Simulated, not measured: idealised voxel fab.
process module | voxel tone inversion
cross-section cut | 255 nm wide | cells 5 nm
A cross-section is a grid of square cells, given in bands from the top down. A band is one or more rows of cells.
Each band's line starts with the height of the band's top and of its bottom, in nm. Then come its materials from left to right, each with its width in nm. One material with "throughout" fills the band from edge to edge. "air" is empty space.
Height 0 is the level under which the wafer as received is all one material. The lowest band goes on downwards, as in "0 down".
A width such as "30 to 40" changes by the same amount from each row of cells to the next, from the band's top row to its bottom row.
"no change" after a step means that no cell of the cross-section changed.
closed voids: empty space of 8 cells or more with no open way to the top, each as width x height at its distance from the left edge, in nm
after a step's settings: what the simulator itself notes on the step
overlay nm, on a step with a mask: how far to the right of its planned place the mask lay; to the left if negative
plan
1 op RECEIVE | material Si
2 op CONFORMAL_DEP | material SiN | thk nm 5
3 op DIRECTIONAL_DEP | material polySi | thk nm 25
4 op PATTERN | tone cover | mask id POSTS | material resist | width nm 25 | pitch nm 40 | thk nm 30 | overlay nm 0
5 op DIRECTIONAL_ETCH | etch materials polySi | depth nm 25
6 op STRIP | etch materials resist
7 op FILL_DEP | material lowk | thk nm 5
8 op CMP | height nm 35
9 op STRIP | etch materials polySi
10 op CONFORMAL_DEP | material TiN | thk nm 5
11 op FILL_DEP | material Cu | thk nm 10
12 op CMP | height nm 35
13 op CONFORMAL_DEP | material SiCN | thk nm 5
varied across the wafers: thk nm of step 2. The plan shows the first wafer's value. All wafers start alike
first wafer as received, after step 1
  0 down: Si throughout
  closed voids: none
first wafer at the end, after step 13
  40 to 35: SiCN throughout
  35 to 30: lowk throughout
  30 to 5: lowk 95 | polySi 25 | lowk 15 | polySi 25 | lowk 95
  5 to 0: SiN throughout
  0 down: Si throughout
  closed voids: none
last wafer at the end
  40 to 35: SiCN throughout
  35 to 30: lowk 95 | TiN 5 | Cu 15 | TiN 5 | lowk 15 | TiN 5 | Cu 15 | TiN 5 | lowk 95
  30 to 25: lowk 95 | TiN 25 | lowk 15 | TiN 25 | lowk 95
  25 to 0: SiN throughout
  0 down: Si throughout
  closed voids: none
each wafer at the end: cells of each material gained (+) or lost (-) since it was received, then its closed voids
thk nm 5 | +51 SiCN | +51 SiN | +256 lowk | +50 polySi | closed voids: none
thk nm 10 | +24 Cu | +51 SiCN | +102 SiN | +26 TiN | +205 lowk | closed voids: none
thk nm 15 | +18 Cu | +51 SiCN | +153 SiN | +22 TiN | +164 lowk | closed voids: none
thk nm 20 | +12 Cu | +51 SiCN | +204 SiN | +18 TiN | +123 lowk | closed voids: none
thk nm 25 | +6 Cu | +51 SiCN | +255 SiN | +14 TiN | +82 lowk | closed voids: none
